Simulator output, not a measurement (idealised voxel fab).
This section sets out a process module, namely voxel transistor to metal.
Xsec cut, 265 nm wide, square cell size 5 nm.
Format of a cross-section: grid, square cells. Given as bands. Order: top down. Band: one or more rows of cells. Heights first: top, then bottom, in nm. Then materials, left to right, each with a width in nm. "edge to edge" on a single material: fills the band edge to edge. "empty": empty space. Where do heights start? At 0: under that level the wafer as delivered is made of one material only. And the lowest band has no floor; it just carries on downward, as in "z 0 and below". With a width like "30 to 40", each row of cells in the band differs from the next by the same amount, the top row carrying the first number and the bottom row the second. Key: "remained the same" - step with no changed cell in the cross-section. In "Closed internal voids" the enclosed voids are listed, meaning empty spaces of 8 cells or larger without any opening to the top. The form is width x height at distance, distance from the left edge, units nm. Whatever follows a step's settings on its line is a remark the simulator itself makes about that step. For masked steps, "overlay nm" on the step line gives how far right of plan the mask actually lay; a minus sign means it lay to the left.

The steps planned for the process are as follows
1,RECEIVE (material Si)
2,OXIDIZE (depth nm 5)
3,CONFORMAL_DEP (material SiN; thk nm 10)
4,DIRECTIONAL_DEP (material aC; thk nm 15)
5,PATTERN (tone cover; mask id ACTIVE; material resist; width nm 95; pitch nm 120; thk nm 30; overlay nm 0)
6,DIRECTIONAL_ETCH (etch materials aC; depth nm 15)
7,STRIP (etch materials resist)
8,DIRECTIONAL_ETCH (etch materials SiN; depth nm 10)
9,DIRECTIONAL_ETCH (etch materials SiO2; depth nm 5)
10,DIRECTIONAL_ETCH (etch materials Si; depth nm 25)
11,STRIP (etch materials aC)
12,FILL_DEP (material SiO2; thk nm 10)
13,CMP (height nm 10)
14,SELECTIVE_ETCH (etch materials SiO2; depth nm 10)
15,STRIP (etch materials SiN)
16,SELECTIVE_ETCH (etch materials SiO2; depth nm 5)
17,OXIDIZE (depth nm 5)
18,DIRECTIONAL_DEP (material polySi; thk nm 30)
19,DIRECTIONAL_DEP (material SiCN; thk nm 15)
20,PATTERN (tone cover; mask id GATE; material resist; width nm 25; pitch nm 120; thk nm 20; overlay nm 0)
21,DIRECTIONAL_ETCH (etch materials SiCN; depth nm 25)
22,DIRECTIONAL_ETCH (etch materials polySi; depth nm 40)
23,STRIP (etch materials resist)
24,CONFORMAL_DEP (material SiN; thk nm 10)
25,DIRECTIONAL_ETCH (etch materials SiN; depth nm 10)
26,DIRECTIONAL_ETCH (etch materials SiO2; depth nm 5)
27,DIRECTIONAL_ETCH (etch materials Si; depth nm 10)
28,EPI (material pSi; thk nm 15)
29,FILL_DEP (material SiO2; thk nm 10)
30,CMP (height nm 40)
31,DIRECTIONAL_DEP (material SiO2; thk nm 15)
32,PATTERN (tone open; mask id CONTACT; material resist; width nm 15; pitch nm 60; thk nm 15; overlay nm 0)
33,DIRECTIONAL_ETCH (etch materials SiO2; depth nm 60)
34,STRIP (etch materials resist)
35,CONFORMAL_DEP (material TiN; thk nm 5)
36,FILL_DEP (material W; thk nm 5)
37,CMP (height nm 55)
38,CONFORMAL_DEP (material SiN; thk nm 5)
39,DIRECTIONAL_DEP (material lowk; thk nm 20)
40,PATTERN (tone open; mask id METAL_1; material resist; width nm 15; thk nm 20; overlay nm 0)
41,DIRECTIONAL_ETCH (etch materials lowk; depth nm 20)
42,DIRECTIONAL_ETCH (etch materials SiN; depth nm 5)
43,STRIP (etch materials resist)
44,CONFORMAL_DEP (material TiN; thk nm 5)
45,FILL_DEP (material W; thk nm 10)
46,CMP (height nm 80)
47,CONFORMAL_DEP (material SiCN; thk nm 5)
48,DIRECTIONAL_DEP (material SiO2; thk nm 30)
49,MASKED_ETCH (tone open; mask id METAL_2; width nm 15; pitch nm 120; etch materials SiO2; depth nm 20; overlay nm 0)
50,DIRECTIONAL_DEP (material aC; thk nm 10)
51,PATTERN (tone open; mask id METAL_2_HOLES; material resist; width nm 15; pitch nm 120; thk nm 30; overlay nm 0)
52,DIRECTIONAL_ETCH (etch materials aC; depth nm 10)
53,STRIP (etch materials resist)
54,DIRECTIONAL_ETCH (etch materials SiO2; depth nm 10)
55,DIRECTIONAL_ETCH (etch materials SiCN; depth nm 5)
56,STRIP (etch materials aC)
57,CONFORMAL_DEP (material TiN; thk nm 5)
58,FILL_DEP (material Cu; thk nm 10)
59,CMP (height nm 115)
60,CONFORMAL_DEP (material SiN; thk nm 5)
The plan shows the width nm of step 32 as the first wafer had it; this setting differs between the wafers, which start out alike.

As-received cross-section, first of several wafers, post step 1
z 0 and below | Si edge to edge
Closed internal voids: none

Row per wafer, end-of-module: cell gain (+)/loss (-) by material since the wafer came in, then closed voids
width nm 15, +12 Cu, -206 Si, +77 SiCN, +166 SiN, +701 SiO2, +158 TiN, +52 W, +164 lowk, +88 pSi, +60 polySi, Closed internal voids: none
width nm 20, +12 Cu, -206 Si, +77 SiCN, +166 SiN, +671 SiO2, +166 TiN, +74 W, +164 lowk, +88 pSi, +60 polySi, Closed internal voids: none
width nm 25, +12 Cu, -206 Si, +77 SiCN, +166 SiN, +641 SiO2, +174 TiN, +96 W, +164 lowk, +88 pSi, +60 polySi, Closed internal voids: none
width nm 30, +12 Cu, -206 Si, +77 SiCN, +166 SiN, +611 SiO2, +182 TiN, +118 W, +164 lowk, +88 pSi, +60 polySi, Closed internal voids: none
width nm 35, +12 Cu, -206 Si, +77 SiCN, +166 SiN, +581 SiO2, +190 TiN, +140 W, +164 lowk, +88 pSi, +60 polySi, Closed internal voids: none
width nm 40, +12 Cu, -206 Si, +77 SiCN, +166 SiN, +551 SiO2, +194 TiN, +166 W, +164 lowk, +88 pSi, +60 polySi, Closed internal voids: none
